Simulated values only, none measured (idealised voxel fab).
The process module that follows is named voxel trench capacitor.
Square cell edge 5 nm, section width 145 nm, ID cut.
Cross-section format: a grid of square cells, given as bands from top to bottom; each band is one or more rows of cells. This entry defines a band. It first specifies the height of the band's top and the height of its bottom in nm, and then specifies the band's materials from left to right, stating each material with its width in nm. The word "full width" identifies a single material that fills the band from edge to edge, while the word "blank" identifies empty space. Counting heights begins at 0, where everything beneath is, in the wafer as received, one material. The lowest band has no bottom; it goes on downwards, as "0 and below" shows. The width entry "30 to 40" should be interpreted row by row: the top row of cells in the band takes the first number, the bottom row takes the second number, and the change between adjacent rows is uniform throughout. Reading "remained the same" for a step: not a cell of the cross-section changed in it. "Closed void roster" means: voids of 8 cells or more that are shut off from the top with no open way through. Written width x height at distance, distance from the left edge, in nm. The remark found on a step's line after its settings is issued by the simulator itself and pertains to that step. Regarding "overlay nm": on a step with a mask, it is the distance the mask lay to the right of its planned place; a negative value places it to the left.

Steps in the process plan:
| 1 | RECEIVE,material Si |
| 2 | CONFORMAL_DEP,material SiN,thk nm 5 |
| 3 | DIRECTIONAL_DEP,material aC,thk nm 15 |
| 4 | PATTERN,tone open,mask id TRENCH,material resist,width nm 15,pitch nm 45,thk nm 35,overlay nm 0 |
| 5 | DIRECTIONAL_ETCH,etch materials aC,depth nm 15 |
| 6 | STRIP,etch materials resist |
| 7 | DIRECTIONAL_ETCH,etch materials SiN,depth nm 5 |
| 8 | DIRECTIONAL_ETCH,etch materials Si,depth nm 40 |
| 9 | STRIP,etch materials aC |
| 10 | CONFORMAL_DEP,material Al2O3,thk nm 5 |
| 11 | FILL_DEP,material polySi,thk nm 10 |
| 12 | CMP,height nm 5 |

The first of two wafers, run as planned:

As received (post step 1): cross-section:
> 0 and below: Si full width
> Closed void roster: none

The wafer in cross-section once step 2 is complete:
> 5 down to 0: SiN full width
> Under the height 0 nothing was changed.

The wafer in cross-section once step 3 is complete:
> 20 down to 5: aC full width
> Under the height 5 nothing was changed.

The wafer in cross-section once step 4 is complete:
> 55 down to 20: resist=40 / blank=15 / resist=30 / blank=15 / resist=45
> Under the height 20 nothing was changed.

The wafer in cross-section once step 5 is complete:
> 40 down to 20: resist=40 / blank=15 / resist=30 / blank=15 / resist=45
> 20 down to 5: aC=40 / blank=15 / aC=30 / blank=15 / aC=45
> Under the height 5 nothing was changed.

The wafer in cross-section once step 6 is complete:
> 20 down to 5: aC=40 / blank=15 / aC=30 / blank=15 / aC=45
> Under the height 5 nothing was changed.

The wafer in cross-section once step 7 is complete:
> 20 down to 5: aC=40 / blank=15 / aC=30 / blank=15 / aC=45
> 5 down to 0: SiN=40 / blank=15 / SiN=30 / blank=15 / SiN=45
> Under the height 0 nothing was changed.

The wafer in cross-section once step 8 is complete:
> 20 down to 5: aC=40 / blank=15 / aC=30 / blank=15 / aC=45
> 5 down to 0: SiN=40 / blank=15 / SiN=30 / blank=15 / SiN=45
> 0 down to -40: Si=40 / blank=15 / Si=30 / blank=15 / Si=45
> Under the height -40 nothing was changed.

The wafer in cross-section once step 9 is complete:
> 5 down to 0: SiN=40 / blank=15 / SiN=30 / blank=15 / SiN=45
> Under the height 0 nothing was changed.

The wafer in cross-section once step 10 is complete:
> 10 down to 5: Al2O3=45 / blank=5 / Al2O3=40 / blank=5 / Al2O3=50
> 5 down to 0: SiN=40 / Al2O3=5 / blank=5 / Al2O3=5 / SiN=30 / Al2O3=5 / blank=5 / Al2O3=5 / SiN=45
> 0 down to -35: Si=40 / Al2O3=5 / blank=5 / Al2O3=5 / Si=30 / Al2O3=5 / blank=5 / Al2O3=5 / Si=45
> -35 down to -40: Si=40 / Al2O3=15 / Si=30 / Al2O3=15 / Si=45
> Under the height -40 nothing was changed.

The wafer in cross-section once step 11 is complete:
> 20 down to 10: polySi full width
> 10 down to 5: Al2O3=45 / polySi=5 / Al2O3=40 / polySi=5 / Al2O3=50
> 5 down to 0: SiN=40 / Al2O3=5 / polySi=5 / Al2O3=5 / SiN=30 / Al2O3=5 / polySi=5 / Al2O3=5 / SiN=45
> 0 down to -35: Si=40 / Al2O3=5 / polySi=5 / Al2O3=5 / Si=30 / Al2O3=5 / polySi=5 / Al2O3=5 / Si=45
> Under the height -35 nothing was changed.

The wafer in cross-section once step 12 is complete:
> 5 down to 0: SiN=40 / Al2O3=5 / polySi=5 / Al2O3=5 / SiN=30 / Al2O3=5 / polySi=5 / Al2O3=5 / SiN=45
> Under the height 0 nothing was changed.

Regarding the second of the two wafers: it shared the first wafer's starting condition and process plan, yet one error occurred during its execution. Its history coincides with that of the first wafer up to and including step 3:

Second wafer, sectioned view, at step 4's planned end time:
> 55 down to 20: blank=40 / resist=15 / blank=30 / resist=15 / blank=45
> Under the height 20 nothing was changed.

Second wafer, sectioned view, at step 5's planned end time:
> 40 down to 20: blank=40 / resist=15 / blank=30 / resist=15 / blank=45
> 20 down to 5: blank=40 / aC=15 / blank=30 / aC=15 / blank=45
> Under the height 5 nothing was changed.

Second wafer, sectioned view, at step 6's planned end time:
> 20 down to 5: blank=40 / aC=15 / blank=30 / aC=15 / blank=45
> Under the height 5 nothing was changed.

Second wafer, sectioned view, at step 7's planned end time:
> 20 down to 5: blank=40 / aC=15 / blank=30 / aC=15 / blank=45
> 5 down to 0: blank=40 / SiN=15 / blank=30 / SiN=15 / blank=45
> Under the height 0 nothing was changed.

Second wafer, sectioned view, at step 8's planned end time:
> 20 down to 5: blank=40 / aC=15 / blank=30 / aC=15 / blank=45
> 5 down to 0: blank=40 / SiN=15 / blank=30 / SiN=15 / blank=45
> 0 down to -40: blank=40 / Si=15 / blank=30 / Si=15 / blank=45
> Under the height -40 nothing was changed.

Second wafer, sectioned view, at step 9's planned end time:
> 5 down to 0: blank=40 / SiN=15 / blank=30 / SiN=15 / blank=45
> Under the height 0 nothing was changed.

Second wafer, sectioned view, at step 10's planned end time:
> 10 down to 5: blank=35 / Al2O3=25 / blank=20 / Al2O3=25 / blank=40
> 5 down to 0: blank=35 / Al2O3=5 / SiN=15 / Al2O3=5 / blank=20 / Al2O3=5 / SiN=15 / Al2O3=5 / blank=40
> 0 down to -35: blank=35 / Al2O3=5 / Si=15 / Al2O3=5 / blank=20 / Al2O3=5 / Si=15 / Al2O3=5 / blank=40
> -35 down to -40: Al2O3=40 / Si=15 / Al2O3=30 / Si=15 / Al2O3=45
> Under the height -40 nothing was changed.

Second wafer, sectioned view, at step 11's planned end time:
> 20 down to 10: polySi full width
> 10 down to 5: polySi=35 / Al2O3=25 / polySi=20 / Al2O3=25 / polySi=40
> 5 down to 0: polySi=35 / Al2O3=5 / SiN=15 / Al2O3=5 / polySi=20 / Al2O3=5 / SiN=15 / Al2O3=5 / polySi=40
> 0 down to -35: polySi=35 / Al2O3=5 / Si=15 / Al2O3=5 / polySi=20 / Al2O3=5 / Si=15 / Al2O3=5 / polySi=40
> Under the height -35 nothing was changed.

Second wafer, sectioned view, at step 12's planned end time:
> 5 down to 0: polySi=35 / Al2O3=5 / SiN=15 / Al2O3=5 / polySi=20 / Al2O3=5 / SiN=15 / Al2O3=5 / polySi=40
> Under the height 0 nothing was changed.
Nonconformance to the process plan: step 4 was processed under conditions differing from the plan, specifically as PATTERN,tone cover,mask id TRENCH,material resist,width nm 15,pitch nm 45,thk nm 35,overlay nm 0
Final cells, second wafer relative to first, materials higher or lower: Al2O3 +17; Si -136; SiN -17; polySi +136
